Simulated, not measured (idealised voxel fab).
process module | voxel quadruple lines
cross-section cut | 290 nm wide | cells 5 nm
A cross-section is a grid of square cells, given in bands from the top down. A band is one or more rows of cells.
Each band's line starts with the height of the band's top and of its bottom, in nm. Then come its materials from left to right, each with its width in nm. One material with "throughout" fills the band from edge to edge. "air" is empty space.
Height 0 is the level under which the wafer as received is all one material. The lowest band goes on downwards, as in "0 down".
A width such as "30 to 40" changes by the same amount from each row of cells to the next, from the band's top row to its bottom row.
"no change" after a step means that no cell of the cross-section changed.
closed voids: empty space of 8 cells or more with no open way to the top, each as width x height at its distance from the left edge, in nm
after a step's settings: what the simulator itself notes on the step
overlay nm, on a step with a mask: how far to the right of its planned place the mask lay; to the left if negative
plan
1 op RECEIVE | material Si
2 op CONFORMAL_DEP | material Al2O3 | thk nm 5
3 op DIRECTIONAL_DEP | material W | thk nm 10
4 op DIRECTIONAL_DEP | material polySi | thk nm 15
5 op DIRECTIONAL_DEP | material aC | thk nm 20
6 op PATTERN | tone cover | mask id MANDREL | material resist | width nm 35 | pitch nm 100 | thk nm 30 | overlay nm 0
7 op DIRECTIONAL_ETCH | etch materials aC | depth nm 20
8 op STRIP | etch materials resist
9 op CONFORMAL_DEP | material SiO2 | thk nm 15
10 op DIRECTIONAL_ETCH | etch materials SiO2 | depth nm 15
11 op STRIP | etch materials aC
12 op DIRECTIONAL_ETCH | etch materials polySi | depth nm 15
13 op STRIP | etch materials SiO2
14 op CONFORMAL_DEP | material SiCN | thk nm 10
15 op DIRECTIONAL_ETCH | etch materials SiCN | depth nm 10
16 op STRIP | etch materials polySi
17 op DIRECTIONAL_ETCH | etch materials W | depth nm 10
18 op STRIP | etch materials SiCN
19 op FILL_DEP | material SiO2 | thk nm 5
20 op CMP | height nm 15
as received, after step 1
  0 down: Si throughout
  closed voids: none
a wafer at the end: this start, this plan, one mistake
  15 to 5: SiO2 65 | W 10 | SiO2 15 | W 5 | SiO2 15 | W 10 | SiO2 45 | W 10 | SiO2 15 | W 5 | SiO2 15 | W 10 | SiO2 70
  5 to 0: Al2O3 throughout
  0 down: Si throughout
  closed voids: none
what went wrong: step 6 ran as: op PATTERN | tone open | mask id MANDREL | material resist | width nm 35 | pitch nm 100 | thk nm 30 | overlay nm 0
